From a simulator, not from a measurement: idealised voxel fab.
process module | voxel gate over fins
cross-section cut | 235 nm wide | cells 5 nm
A cross-section is a grid of square cells, given in bands from the top down. A band is one or more rows of cells.
Each band's line starts with the height of the band's top and of its bottom, in nm. Then come its materials from left to right, each with its width in nm. One material with "throughout" fills the band from edge to edge. "air" is empty space.
Height 0 is the level under which the wafer as received is all one material. The lowest band goes on downwards, as in "0 down".
A width such as "30 to 40" changes by the same amount from each row of cells to the next, from the band's top row to its bottom row.
"no change" after a step means that no cell of the cross-section changed.
closed voids: empty space of 8 cells or more with no open way to the top, each as width x height at its distance from the left edge, in nm
after a step's settings: what the simulator itself notes on the step
overlay nm, on a step with a mask: how far to the right of its planned place the mask lay; to the left if negative
plan
1 op RECEIVE | material Si
2 op CONFORMAL_DEP | material SiN | thk nm 5
3 op MASKED_ETCH | tone cover | mask id FINS | width nm 15 | pitch nm 55 | etch materials SiN | depth nm 5 | overlay nm 0
4 op MASKED_ETCH | tone cover | mask id FINS | width nm 15 | pitch nm 55 | etch materials Si | depth nm 40 | overlay nm 0
5 op OXIDIZE | depth nm 5
6 op FILL_DEP | material SiO2 | thk nm 10
7 op CMP | height nm 5
8 op PATTERN | tone open | mask id RAIL | material resist | width nm 15 | thk nm 20 | overlay nm 0
9 op DIRECTIONAL_ETCH | etch materials SiO2 | depth nm 40
10 op STRIP | etch materials resist
11 op CONFORMAL_DEP | material TiN | thk nm 5
12 op FILL_DEP | material Ru | thk nm 5
13 op CMP | height nm 5
14 op SELECTIVE_ETCH | etch materials W Ru TiN | depth nm 25
15 op FILL_DEP | material SiO2 | thk nm 5
16 op CMP | height nm 5
17 op SELECTIVE_ETCH | etch materials SiO2 | depth nm 15
18 op STRIP | etch materials SiN
19 op CONFORMAL_DEP | material HfO2 | thk nm 5
20 op CONFORMAL_DEP | material TiN | thk nm 5
21 op CONFORMAL_DEP | material TiAl | thk nm 5
22 op CONFORMAL_DEP | material TiN | thk nm 5
23 op FILL_DEP | material W | thk nm 15
24 op CMP | height nm 30
25 op CONFORMAL_DEP | material SiN | thk nm 5
first wafer, as planned
as received, after step 1
  0 down: Si throughout
  closed voids: none
after step 2
  5 to 0: SiN throughout
  below 0: unchanged
after step 3
  5 to 0: air 80 | SiN 15 | air 40 | SiN 15 | air 85
  below 0: unchanged
after step 4
  5 to 0: air 80 | SiN 15 | air 40 | SiN 15 | air 85
  0 to -40: air 80 | Si 15 | air 40 | Si 15 | air 85
  below -40: unchanged
after step 5
  5 to 0: air 80 | SiN 15 | air 40 | SiN 15 | air 85
  0 to -40: air 80 | SiO2 5 | Si 5 | SiO2 5 | air 40 | SiO2 5 | Si 5 | SiO2 5 | air 85
  -40 to -45: SiO2 85 | Si 5 | SiO2 50 | Si 5 | SiO2 90
  below -45: unchanged
after step 6
  15 to 5: SiO2 throughout
  5 to 0: SiO2 80 | SiN 15 | SiO2 40 | SiN 15 | SiO2 85
  0 to -45: SiO2 85 | Si 5 | SiO2 50 | Si 5 | SiO2 90
  below -45: unchanged
after step 7
  5 to 0: SiO2 80 | SiN 15 | SiO2 40 | SiN 15 | SiO2 85
  below 0: unchanged
after step 8
  25 to 5: resist 105 | air 15 | resist 115
  below 5: unchanged
after step 9
  25 to 5: resist 105 | air 15 | resist 115
  5 to 0: SiO2 80 | SiN 15 | SiO2 10 | air 15 | SiO2 15 | SiN 15 | SiO2 85
  0 to -35: SiO2 85 | Si 5 | SiO2 15 | air 15 | SiO2 20 | Si 5 | SiO2 90
  below -35: unchanged
after step 10
  5 to 0: SiO2 80 | SiN 15 | SiO2 10 | air 15 | SiO2 15 | SiN 15 | SiO2 85
  below 0: unchanged
after step 11
  10 to 5: TiN 110 | air 5 | TiN 120
  5 to 0: SiO2 80 | SiN 15 | SiO2 10 | TiN 5 | air 5 | TiN 5 | SiO2 15 | SiN 15 | SiO2 85
  0 to -30: SiO2 85 | Si 5 | SiO2 15 | TiN 5 | air 5 | TiN 5 | SiO2 20 | Si 5 | SiO2 90
  -30 to -35: SiO2 85 | Si 5 | SiO2 15 | TiN 15 | SiO2 20 | Si 5 | SiO2 90
  below -35: unchanged
after step 12
  15 to 10: Ru throughout
  10 to 5: TiN 110 | Ru 5 | TiN 120
  5 to 0: SiO2 80 | SiN 15 | SiO2 10 | TiN 5 | Ru 5 | TiN 5 | SiO2 15 | SiN 15 | SiO2 85
  0 to -30: SiO2 85 | Si 5 | SiO2 15 | TiN 5 | Ru 5 | TiN 5 | SiO2 20 | Si 5 | SiO2 90
  below -30: unchanged
after step 13
  5 to 0: SiO2 80 | SiN 15 | SiO2 10 | TiN 5 | Ru 5 | TiN 5 | SiO2 15 | SiN 15 | SiO2 85
  below 0: unchanged
after step 14
  5 to 0: SiO2 80 | SiN 15 | SiO2 10 | air 15 | SiO2 15 | SiN 15 | SiO2 85
  0 to -20: SiO2 85 | Si 5 | SiO2 15 | air 15 | SiO2 20 | Si 5 | SiO2 90
  below -20: unchanged
after step 15
  10 to 5: SiO2 throughout
  5 to 0: SiO2 80 | SiN 15 | SiO2 40 | SiN 15 | SiO2 85
  0 to -20: SiO2 85 | Si 5 | SiO2 50 | Si 5 | SiO2 90
  below -20: unchanged
after step 16
  5 to 0: SiO2 80 | SiN 15 | SiO2 40 | SiN 15 | SiO2 85
  below 0: unchanged
after step 17
  5 to 0: air 80 | SiN 15 | air 40 | SiN 15 | air 85
  0 to -10: air 85 | Si 5 | air 50 | Si 5 | air 90
  below -10: unchanged
after step 18
  0 to -10: air 85 | Si 5 | air 50 | Si 5 | air 90
  below -10: unchanged
after step 19
  5 to 0: air 80 | HfO2 15 | air 40 | HfO2 15 | air 85
  0 to -5: air 80 | HfO2 5 | Si 5 | HfO2 5 | air 40 | HfO2 5 | Si 5 | HfO2 5 | air 85
  -5 to -10: HfO2 85 | Si 5 | HfO2 50 | Si 5 | HfO2 90
  below -10: unchanged
after step 20
  10 to 5: air 75 | TiN 25 | air 30 | TiN 25 | air 80
  5 to 0: air 75 | TiN 5 | HfO2 15 | TiN 5 | air 30 | TiN 5 | HfO2 15 | TiN 5 | air 80
  0 to -5: TiN 80 | HfO2 5 | Si 5 | HfO2 5 | TiN 40 | HfO2 5 | Si 5 | HfO2 5 | TiN 85
  below -5: unchanged
after step 21
  15 to 10: air 70 | TiAl 35 | air 20 | TiAl 35 | air 75
  10 to 5: air 70 | TiAl 5 | TiN 25 | TiAl 5 | air 20 | TiAl 5 | TiN 25 | TiAl 5 | air 75
  5 to 0: TiAl 75 | TiN 5 | HfO2 15 | TiN 5 | TiAl 30 | TiN 5 | HfO2 15 | TiN 5 | TiAl 80
  below 0: unchanged
after step 22
  20 to 15: air 65 | TiN 45 | air 10 | TiN 45 | air 70
  15 to 10: air 65 | TiN 5 | TiAl 35 | TiN 5 | air 10 | TiN 5 | TiAl 35 | TiN 5 | air 70
  10 to 5: TiN 70 | TiAl 5 | TiN 25 | TiAl 5 | TiN 20 | TiAl 5 | TiN 25 | TiAl 5 | TiN 75
  below 5: unchanged
after step 23
  35 to 20: W throughout
  20 to 15: W 65 | TiN 45 | W 10 | TiN 45 | W 70
  15 to 10: W 65 | TiN 5 | TiAl 35 | TiN 5 | W 10 | TiN 5 | TiAl 35 | TiN 5 | W 70
  below 10: unchanged
after step 24
  30 to 20: W throughout
  below 20: unchanged
after step 25
  35 to 30: SiN throughout
  below 30: unchanged
second wafer: like start, like plan, one mistake. Through step 16 it matches the first wafer
when step 17 should have ended
  5 to 0: air 80 | SiN 15 | air 40 | SiN 15 | air 85
  0 to -20: air 85 | Si 5 | air 50 | Si 5 | air 90
  -20 to -25: air 85 | Si 5 | air 15 | TiN 5 | Ru 5 | TiN 5 | air 20 | Si 5 | air 90
  below -25: unchanged
when step 18 should have ended
  0 to -20: air 85 | Si 5 | air 50 | Si 5 | air 90
  below -20: unchanged
when step 19 should have ended
  5 to 0: air 80 | HfO2 15 | air 40 | HfO2 15 | air 85
  0 to -15: air 80 | HfO2 5 | Si 5 | HfO2 5 | air 40 | HfO2 5 | Si 5 | HfO2 5 | air 85
  -15 to -20: air 80 | HfO2 5 | Si 5 | HfO2 5 | air 5 | HfO2 25 | air 10 | HfO2 5 | Si 5 | HfO2 5 | air 85
  -20 to -25: HfO2 85 | Si 5 | HfO2 15 | TiN 5 | Ru 5 | TiN 5 | HfO2 20 | Si 5 | HfO2 90
  below -25: unchanged
when step 20 should have ended
  10 to 5: air 75 | TiN 25 | air 30 | TiN 25 | air 80
  5 to 0: air 75 | TiN 5 | HfO2 15 | TiN 5 | air 30 | TiN 5 | HfO2 15 | TiN 5 | air 80
  0 to -10: air 75 | TiN 5 | HfO2 5 | Si 5 | HfO2 5 | TiN 5 | air 30 | TiN 5 | HfO2 5 | Si 5 | HfO2 5 | TiN 5 | air 80
  -10 to -15: air 75 | TiN 5 | HfO2 5 | Si 5 | HfO2 5 | TiN 40 | HfO2 5 | Si 5 | HfO2 5 | TiN 5 | air 80
  -15 to -20: TiN 80 | HfO2 5 | Si 5 | HfO2 5 | TiN 5 | HfO2 25 | TiN 10 | HfO2 5 | Si 5 | HfO2 5 | TiN 85
  below -20: unchanged
when step 21 should have ended
  15 to 10: air 70 | TiAl 35 | air 20 | TiAl 35 | air 75
  10 to 5: air 70 | TiAl 5 | TiN 25 | TiAl 5 | air 20 | TiAl 5 | TiN 25 | TiAl 5 | air 75
  5 to 0: air 70 | TiAl 5 | TiN 5 | HfO2 15 | TiN 5 | TiAl 5 | air 20 | TiAl 5 | TiN 5 | HfO2 15 | TiN 5 | TiAl 5 | air 75
  0 to -5: air 70 | TiAl 5 | TiN 5 | HfO2 5 | Si 5 | HfO2 5 | TiN 5 | TiAl 5 | air 20 | TiAl 5 | TiN 5 | HfO2 5 | Si 5 | HfO2 5 | TiN 5 | TiAl 5 | air 75
  -5 to -10: air 70 | TiAl 5 | TiN 5 | HfO2 5 | Si 5 | HfO2 5 | TiN 5 | TiAl 30 | TiN 5 | HfO2 5 | Si 5 | HfO2 5 | TiN 5 | TiAl 5 | air 75
  -10 to -15: TiAl 75 | TiN 5 | HfO2 5 | Si 5 | HfO2 5 | TiN 40 | HfO2 5 | Si 5 | HfO2 5 | TiN 5 | TiAl 80
  below -15: unchanged
when step 22 should have ended
  20 to 15: air 65 | TiN 45 | air 10 | TiN 45 | air 70
  15 to 10: air 65 | TiN 5 | TiAl 35 | TiN 5 | air 10 | TiN 5 | TiAl 35 | TiN 5 | air 70
  10 to 5: air 65 | TiN 5 | TiAl 5 | TiN 25 | TiAl 5 | TiN 5 | air 10 | TiN 5 | TiAl 5 | TiN 25 | TiAl 5 | TiN 5 | air 70
  5 to 0: air 65 | TiN 5 | TiAl 5 | TiN 5 | HfO2 15 | TiN 5 | TiAl 5 | TiN 5 | air 10 | TiN 5 | TiAl 5 | TiN 5 | HfO2 15 | TiN 5 | TiAl 5 | TiN 5 | air 70
  0 to -5: air 65 | TiN 5 | TiAl 5 | TiN 5 | HfO2 5 | Si 5 | HfO2 5 | TiN 5 | TiAl 5 | TiN 20 | TiAl 5 | TiN 5 | HfO2 5 | Si 5 | HfO2 5 | TiN 5 | TiAl 5 | TiN 5 | air 70
  -5 to -10: TiN 70 | TiAl 5 | TiN 5 | HfO2 5 | Si 5 | HfO2 5 | TiN 5 | TiAl 30 | TiN 5 | HfO2 5 | Si 5 | HfO2 5 | TiN 5 | TiAl 5 | TiN 75
  below -10: unchanged
when step 23 should have ended
  35 to 20: W throughout
  20 to 15: W 65 | TiN 45 | W 10 | TiN 45 | W 70
  15 to 10: W 65 | TiN 5 | TiAl 35 | TiN 5 | W 10 | TiN 5 | TiAl 35 | TiN 5 | W 70
  10 to 5: W 65 | TiN 5 | TiAl 5 | TiN 25 | TiAl 5 | TiN 5 | W 10 | TiN 5 | TiAl 5 | TiN 25 | TiAl 5 | TiN 5 | W 70
  5 to 0: W 65 | TiN 5 | TiAl 5 | TiN 5 | HfO2 15 | TiN 5 | TiAl 5 | TiN 5 | W 10 | TiN 5 | TiAl 5 | TiN 5 | HfO2 15 | TiN 5 | TiAl 5 | TiN 5 | W 70
  0 to -5: W 65 | TiN 5 | TiAl 5 | TiN 5 | HfO2 5 | Si 5 | HfO2 5 | TiN 5 | TiAl 5 | TiN 20 | TiAl 5 | TiN 5 | HfO2 5 | Si 5 | HfO2 5 | TiN 5 | TiAl 5 | TiN 5 | W 70
  below -5: unchanged
when step 24 should have ended
  30 to 20: W throughout
  below 20: unchanged
when step 25 should have ended
  35 to 30: SiN throughout
  below 30: unchanged
what went wrong: step 17 was run twice
at the end the second wafer has, in cells: 14 more of HfO2 | 132 fewer of SiO2 | 10 more of TiAl | 23 more of TiN | 85 more of W
